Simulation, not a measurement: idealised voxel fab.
process module | voxel wiring stack
cross-section cut | 185 nm wide | cells 5 nm
A cross-section is a grid of square cells, given in bands from the top down. A band is one or more rows of cells.
Each band's line starts with the height of the band's top and of its bottom, in nm. Then come its materials from left to right, each with its width in nm. One material with "throughout" fills the band from edge to edge. "air" is empty space.
Height 0 is the level under which the wafer as received is all one material. The lowest band goes on downwards, as in "0 down".
A width such as "30 to 40" changes by the same amount from each row of cells to the next, from the band's top row to its bottom row.
"no change" after a step means that no cell of the cross-section changed.
closed voids: empty space of 8 cells or more with no open way to the top, each as width x height at its distance from the left edge, in nm
after a step's settings: what the simulator itself notes on the step
overlay nm, on a step with a mask: how far to the right of its planned place the mask lay; to the left if negative
plan
1 op RECEIVE | material Si
2 op CONFORMAL_DEP | material SiO2 | thk nm 15
3 op CONFORMAL_DEP | material SiCN | thk nm 5
4 op DIRECTIONAL_DEP | material SiO2 | thk nm 20
5 op MASKED_ETCH | tone open | mask id METAL_1 | width nm 30 | pitch nm 60 | etch materials SiO2 | depth nm 20 | overlay nm 0
6 op MASKED_ETCH | tone open | mask id METAL_1 | width nm 30 | pitch nm 60 | etch materials SiCN | depth nm 5 | overlay nm 0
7 op CONFORMAL_DEP | material TiN | thk nm 5
8 op FILL_DEP | material Ru | thk nm 10
9 op CMP | height nm 40
10 op CONFORMAL_DEP | material SiCN | thk nm 5
11 op DIRECTIONAL_DEP | material SiO2 | thk nm 25
12 op PATTERN | tone open | mask id METAL_2 | material resist | width nm 30 | pitch nm 60 | thk nm 15 | overlay nm 0
13 op DIRECTIONAL_ETCH | etch materials SiO2 | depth nm 15
14 op STRIP | etch materials resist
15 op MASKED_ETCH | tone open | mask id METAL_2_HOLES | width nm 15 | pitch nm 60 | etch materials SiO2 | depth nm 10 | overlay nm 0
16 op MASKED_ETCH | tone open | mask id METAL_2_HOLES | width nm 15 | pitch nm 60 | etch materials SiCN | depth nm 5 | overlay nm 0
17 op CONFORMAL_DEP | material TiN | thk nm 5
18 op FILL_DEP | material Cu | thk nm 10
19 op CMP | height nm 70
20 op CONFORMAL_DEP | material SiCN | thk nm 5
21 op DIRECTIONAL_DEP | material SiO2 | thk nm 35
22 op MASKED_ETCH | tone open | mask id METAL_3_HOLES | width nm 15 | pitch nm 120 | etch materials SiO2 | depth nm 35 | overlay nm 0
23 op MASKED_ETCH | tone open | mask id METAL_3 | width nm 30 | pitch nm 60 | etch materials SiO2 | depth nm 20 | overlay nm 0
24 op MASKED_ETCH | tone open | mask id METAL_3 | width nm 30 | pitch nm 60 | etch materials SiCN | depth nm 5 | overlay nm 0
25 op CONFORMAL_DEP | material TiN | thk nm 5
26 op FILL_DEP | material Ru | thk nm 5
27 op CMP | height nm 110
28 op CONFORMAL_DEP | material SiCN | thk nm 5
first wafer, as planned
as received, after step 1
  0 down: Si throughout
  closed voids: none
after step 2
  15 to 0: SiO2 throughout
  below 0: unchanged
after step 3
  20 to 15: SiCN throughout
  below 15: unchanged
after step 4
  40 to 20: SiO2 throughout
  below 20: unchanged
after step 5
  40 to 20: SiO2 15 | air 30 | SiO2 30 | air 30 | SiO2 30 | air 30 | SiO2 20
  below 20: unchanged
after step 6
  40 to 20: SiO2 15 | air 30 | SiO2 30 | air 30 | SiO2 30 | air 30 | SiO2 20
  20 to 15: SiCN 15 | air 30 | SiCN 30 | air 30 | SiCN 30 | air 30 | SiCN 20
  below 15: unchanged
after step 7
  45 to 40: TiN 20 | air 20 | TiN 40 | air 20 | TiN 40 | air 20 | TiN 25
  40 to 20: SiO2 15 | TiN 5 | air 20 | TiN 5 | SiO2 30 | TiN 5 | air 20 | TiN 5 | SiO2 30 | TiN 5 | air 20 | TiN 5 | SiO2 20
  20 to 15: SiCN 15 | TiN 30 | SiCN 30 | TiN 30 | SiCN 30 | TiN 30 | SiCN 20
  below 15: unchanged
after step 8
  55 to 45: Ru throughout
  45 to 40: TiN 20 | Ru 20 | TiN 40 | Ru 20 | TiN 40 | Ru 20 | TiN 25
  40 to 20: SiO2 15 | TiN 5 | Ru 20 | TiN 5 | SiO2 30 | TiN 5 | Ru 20 | TiN 5 | SiO2 30 | TiN 5 | Ru 20 | TiN 5 | SiO2 20
  below 20: unchanged
after step 9
  40 to 20: SiO2 15 | TiN 5 | Ru 20 | TiN 5 | SiO2 30 | TiN 5 | Ru 20 | TiN 5 | SiO2 30 | TiN 5 | Ru 20 | TiN 5 | SiO2 20
  below 20: unchanged
after step 10
  45 to 40: SiCN throughout
  below 40: unchanged
after step 11
  70 to 45: SiO2 throughout
  below 45: unchanged
after step 12
  85 to 70: resist 15 | air 30 | resist 30 | air 30 | resist 30 | air 30 | resist 20
  below 70: unchanged
after step 13
  85 to 70: resist 15 | air 30 | resist 30 | air 30 | resist 30 | air 30 | resist 20
  70 to 55: SiO2 15 | air 30 | SiO2 30 | air 30 | SiO2 30 | air 30 | SiO2 20
  below 55: unchanged
after step 14
  70 to 55: SiO2 15 | air 30 | SiO2 30 | air 30 | SiO2 30 | air 30 | SiO2 20
  below 55: unchanged
after step 15
  70 to 55: SiO2 15 | air 30 | SiO2 30 | air 30 | SiO2 30 | air 30 | SiO2 20
  55 to 45: SiO2 15 | air 15 | SiO2 45 | air 15 | SiO2 45 | air 15 | SiO2 35
  below 45: unchanged
after step 16
  70 to 55: SiO2 15 | air 30 | SiO2 30 | air 30 | SiO2 30 | air 30 | SiO2 20
  55 to 45: SiO2 15 | air 15 | SiO2 45 | air 15 | SiO2 45 | air 15 | SiO2 35
  45 to 40: SiCN 15 | air 15 | SiCN 45 | air 15 | SiCN 45 | air 15 | SiCN 35
  below 40: unchanged
after step 17
  75 to 70: TiN 20 | air 20 | TiN 40 | air 20 | TiN 40 | air 20 | TiN 25
  70 to 60: SiO2 15 | TiN 5 | air 20 | TiN 5 | SiO2 30 | TiN 5 | air 20 | TiN 5 | SiO2 30 | TiN 5 | air 20 | TiN 5 | SiO2 20
  60 to 55: SiO2 15 | TiN 5 | air 5 | TiN 20 | SiO2 30 | TiN 5 | air 5 | TiN 20 | SiO2 30 | TiN 5 | air 5 | TiN 20 | SiO2 20
  55 to 45: SiO2 15 | TiN 5 | air 5 | TiN 5 | SiO2 45 | TiN 5 | air 5 | TiN 5 | SiO2 45 | TiN 5 | air 5 | TiN 5 | SiO2 35
  45 to 40: SiCN 15 | TiN 15 | SiCN 45 | TiN 15 | SiCN 45 | TiN 15 | SiCN 35
  below 40: unchanged
after step 18
  85 to 75: Cu throughout
  75 to 70: TiN 20 | Cu 20 | TiN 40 | Cu 20 | TiN 40 | Cu 20 | TiN 25
  70 to 60: SiO2 15 | TiN 5 | Cu 20 | TiN 5 | SiO2 30 | TiN 5 | Cu 20 | TiN 5 | SiO2 30 | TiN 5 | Cu 20 | TiN 5 | SiO2 20
  60 to 55: SiO2 15 | TiN 5 | Cu 5 | TiN 20 | SiO2 30 | TiN 5 | Cu 5 | TiN 20 | SiO2 30 | TiN 5 | Cu 5 | TiN 20 | SiO2 20
  55 to 45: SiO2 15 | TiN 5 | Cu 5 | TiN 5 | SiO2 45 | TiN 5 | Cu 5 | TiN 5 | SiO2 45 | TiN 5 | Cu 5 | TiN 5 | SiO2 35
  below 45: unchanged
after step 19
  70 to 60: SiO2 15 | TiN 5 | Cu 20 | TiN 5 | SiO2 30 | TiN 5 | Cu 20 | TiN 5 | SiO2 30 | TiN 5 | Cu 20 | TiN 5 | SiO2 20
  below 60: unchanged
after step 20
  75 to 70: SiCN throughout
  below 70: unchanged
after step 21
  110 to 75: SiO2 throughout
  below 75: unchanged
after step 22
  110 to 75: SiO2 15 | air 15 | SiO2 105 | air 15 | SiO2 35
  below 75: unchanged
after step 23
  110 to 90: SiO2 15 | air 30 | SiO2 30 | air 30 | SiO2 30 | air 30 | SiO2 20
  below 90: unchanged
after step 24
  110 to 90: SiO2 15 | air 30 | SiO2 30 | air 30 | SiO2 30 | air 30 | SiO2 20
  90 to 75: SiO2 15 | air 15 | SiO2 105 | air 15 | SiO2 35
  75 to 70: SiCN 15 | air 15 | SiCN 105 | air 15 | SiCN 35
  below 70: unchanged
after step 25
  115 to 110: TiN 20 | air 20 | TiN 40 | air 20 | TiN 40 | air 20 | TiN 25
  110 to 95: SiO2 15 | TiN 5 | air 20 | TiN 5 | SiO2 30 | TiN 5 | air 20 | TiN 5 | SiO2 30 | TiN 5 | air 20 | TiN 5 | SiO2 20
  95 to 90: SiO2 15 | TiN 5 | air 5 | TiN 20 | SiO2 30 | TiN 30 | SiO2 30 | TiN 5 | air 5 | TiN 20 | SiO2 20
  90 to 75: SiO2 15 | TiN 5 | air 5 | TiN 5 | SiO2 105 | TiN 5 | air 5 | TiN 5 | SiO2 35
  75 to 70: SiCN 15 | TiN 15 | SiCN 105 | TiN 15 | SiCN 35
  below 70: unchanged
after step 26
  120 to 115: Ru throughout
  115 to 110: TiN 20 | Ru 20 | TiN 40 | Ru 20 | TiN 40 | Ru 20 | TiN 25
  110 to 95: SiO2 15 | TiN 5 | Ru 20 | TiN 5 | SiO2 30 | TiN 5 | Ru 20 | TiN 5 | SiO2 30 | TiN 5 | Ru 20 | TiN 5 | SiO2 20
  95 to 90: SiO2 15 | TiN 5 | Ru 5 | TiN 20 | SiO2 30 | TiN 30 | SiO2 30 | TiN 5 | Ru 5 | TiN 20 | SiO2 20
  90 to 75: SiO2 15 | TiN 5 | Ru 5 | TiN 5 | SiO2 105 | TiN 5 | Ru 5 | TiN 5 | SiO2 35
  below 75: unchanged
after step 27
  110 to 95: SiO2 15 | TiN 5 | Ru 20 | TiN 5 | SiO2 30 | TiN 5 | Ru 20 | TiN 5 | SiO2 30 | TiN 5 | Ru 20 | TiN 5 | SiO2 20
  below 95: unchanged
after step 28
  115 to 110: SiCN throughout
  below 110: unchanged
second wafer: like start, like plan, one mistake. Through step 15 it matches the first wafer
when step 16 should have ended
  70 to 55: SiO2 15 | air 30 | SiO2 30 | air 30 | SiO2 30 | air 30 | SiO2 20
  55 to 45: SiO2 15 | air 15 | SiO2 45 | air 15 | SiO2 45 | air 15 | SiO2 35
  45 to 40: SiCN 25 | air 5 | SiCN 55 | air 5 | SiCN 55 | air 5 | SiCN 35
  below 40: unchanged
when step 17 should have ended
  75 to 70: TiN 20 | air 20 | TiN 40 | air 20 | TiN 40 | air 20 | TiN 25
  70 to 60: SiO2 15 | TiN 5 | air 20 | TiN 5 | SiO2 30 | TiN 5 | air 20 | TiN 5 | SiO2 30 | TiN 5 | air 20 | TiN 5 | SiO2 20
  60 to 50: SiO2 15 | TiN 5 | air 5 | TiN 20 to 5 | SiO2 30 to 45 | TiN 5 | air 5 | TiN 20 to 5 | SiO2 30 to 45 | TiN 5 | air 5 | TiN 20 to 5 | SiO2 20 to 35
  50 to 45: SiO2 15 | TiN 15 | SiO2 45 | TiN 15 | SiO2 45 | TiN 15 | SiO2 35
  45 to 40: SiCN 25 | TiN 5 | SiCN 55 | TiN 5 | SiCN 55 | TiN 5 | SiCN 35
  below 40: unchanged
when step 18 should have ended
  85 to 75: Cu throughout
  75 to 70: TiN 20 | Cu 20 | TiN 40 | Cu 20 | TiN 40 | Cu 20 | TiN 25
  70 to 60: SiO2 15 | TiN 5 | Cu 20 | TiN 5 | SiO2 30 | TiN 5 | Cu 20 | TiN 5 | SiO2 30 | TiN 5 | Cu 20 | TiN 5 | SiO2 20
  60 to 50: SiO2 15 | TiN 5 | Cu 5 | TiN 20 to 5 | SiO2 30 to 45 | TiN 5 | Cu 5 | TiN 20 to 5 | SiO2 30 to 45 | TiN 5 | Cu 5 | TiN 20 to 5 | SiO2 20 to 35
  below 50: unchanged
when step 19 should have ended
  70 to 60: SiO2 15 | TiN 5 | Cu 20 | TiN 5 | SiO2 30 | TiN 5 | Cu 20 | TiN 5 | SiO2 30 | TiN 5 | Cu 20 | TiN 5 | SiO2 20
  below 60: unchanged
when step 20 should have ended
  75 to 70: SiCN throughout
  below 70: unchanged
when step 21 should have ended
  110 to 75: SiO2 throughout
  below 75: unchanged
when step 22 should have ended
  110 to 75: SiO2 15 | air 15 | SiO2 105 | air 15 | SiO2 35
  below 75: unchanged
when step 23 should have ended
  110 to 90: SiO2 15 | air 30 | SiO2 30 | air 30 | SiO2 30 | air 30 | SiO2 20
  below 90: unchanged
when step 24 should have ended
  110 to 90: SiO2 15 | air 30 | SiO2 30 | air 30 | SiO2 30 | air 30 | SiO2 20
  90 to 75: SiO2 15 | air 15 | SiO2 105 | air 15 | SiO2 35
  75 to 70: SiCN 15 | air 15 | SiCN 105 | air 15 | SiCN 35
  below 70: unchanged
when step 25 should have ended
  115 to 110: TiN 20 | air 20 | TiN 40 | air 20 | TiN 40 | air 20 | TiN 25
  110 to 95: SiO2 15 | TiN 5 | air 20 | TiN 5 | SiO2 30 | TiN 5 | air 20 | TiN 5 | SiO2 30 | TiN 5 | air 20 | TiN 5 | SiO2 20
  95 to 90: SiO2 15 | TiN 5 | air 5 | TiN 20 | SiO2 30 | TiN 30 | SiO2 30 | TiN 5 | air 5 | TiN 20 | SiO2 20
  90 to 75: SiO2 15 | TiN 5 | air 5 | TiN 5 | SiO2 105 | TiN 5 | air 5 | TiN 5 | SiO2 35
  75 to 70: SiCN 15 | TiN 15 | SiCN 105 | TiN 15 | SiCN 35
  below 70: unchanged
when step 26 should have ended
  120 to 115: Ru throughout
  115 to 110: TiN 20 | Ru 20 | TiN 40 | Ru 20 | TiN 40 | Ru 20 | TiN 25
  110 to 95: SiO2 15 | TiN 5 | Ru 20 | TiN 5 | SiO2 30 | TiN 5 | Ru 20 | TiN 5 | SiO2 30 | TiN 5 | Ru 20 | TiN 5 | SiO2 20
  95 to 90: SiO2 15 | TiN 5 | Ru 5 | TiN 20 | SiO2 30 | TiN 30 | SiO2 30 | TiN 5 | Ru 5 | TiN 20 | SiO2 20
  90 to 75: SiO2 15 | TiN 5 | Ru 5 | TiN 5 | SiO2 105 | TiN 5 | Ru 5 | TiN 5 | SiO2 35
  below 75: unchanged
when step 27 should have ended
  110 to 95: SiO2 15 | TiN 5 | Ru 20 | TiN 5 | SiO2 30 | TiN 5 | Ru 20 | TiN 5 | SiO2 30 | TiN 5 | Ru 20 | TiN 5 | SiO2 20
  below 95: unchanged
when step 28 should have ended
  115 to 110: SiCN throughout
  below 110: unchanged
what went wrong: step 16 ran as: op MASKED_ETCH | tone open | mask id METAL_2_HOLES | width nm 15 | pitch nm 60 | etch materials SiCN | depth nm 5 | overlay nm 10
at the end the second wafer has, in cells: 3 fewer of Cu | 6 more of SiCN | 3 fewer of TiN
